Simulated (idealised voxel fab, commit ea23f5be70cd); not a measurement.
process module | voxel trench capacitor
cross-section cut | 210 nm wide | cells 5 nm
A cross-section is a grid of square cells, given in bands from the top down. A band is one or more rows of cells.
Each band's line starts with the height of the band's top and of its bottom, in nm. Then come its materials from left to right, each with its width in nm. One material with "throughout" fills the band from edge to edge. "air" is empty space.
Height 0 is the level under which the wafer as received is all one material. The lowest band goes on downwards, as in "0 down".
A width such as "30 to 40" changes by the same amount from each row of cells to the next, from the band's top row to its bottom row.
"no change" after a step means that no cell of the cross-section changed.
closed voids: empty space of 8 cells or more with no open way to the top, each as width x height at its distance from the left edge, in nm
after a step's settings: what the simulator itself notes on the step
overlay nm, on a step with a mask: how far to the right of its planned place the mask lay; to the left if negative
plan
1 op RECEIVE | material Si
2 op CONFORMAL_DEP | material SiN | thk nm 10
3 op PATTERN | tone open | mask id TRENCH | material resist | width nm 20 | pitch nm 35 | thk nm 15 | overlay nm -15
4 op DIRECTIONAL_ETCH | etch materials SiN | depth nm 10
5 op DIRECTIONAL_ETCH | etch materials Si | depth nm 25
6 op STRIP | etch materials resist
7 op CONFORMAL_DEP | material SiO2 | thk nm 5
8 op FILL_DEP | material polySi | thk nm 5
9 op CMP | height nm 10
varied across the wafers: overlay nm of step 3. The plan shows the first wafer's value. All wafers start alike
first wafer as received, after step 1
  0 down: Si throughout
  closed voids: none
each wafer at the end: cells of each material gained (+) or lost (-) since it was received, then its closed voids
overlay nm -15 | -80 Si | +52 SiN | +64 SiO2 | +48 polySi | closed voids: none
overlay nm -10 | -80 Si | +52 SiN | +64 SiO2 | +48 polySi | closed voids: none
overlay nm -5 | -80 Si | +52 SiN | +64 SiO2 | +48 polySi | closed voids: none
overlay nm 0 | -80 Si | +52 SiN | +64 SiO2 | +48 polySi | closed voids: none
overlay nm 5 | -80 Si | +52 SiN | +64 SiO2 | +48 polySi | closed voids: none
overlay nm 10 | -80 Si | +52 SiN | +64 SiO2 | +48 polySi | closed voids: none
overlay nm 15 | -80 Si | +52 SiN | +64 SiO2 | +48 polySi | closed voids: none
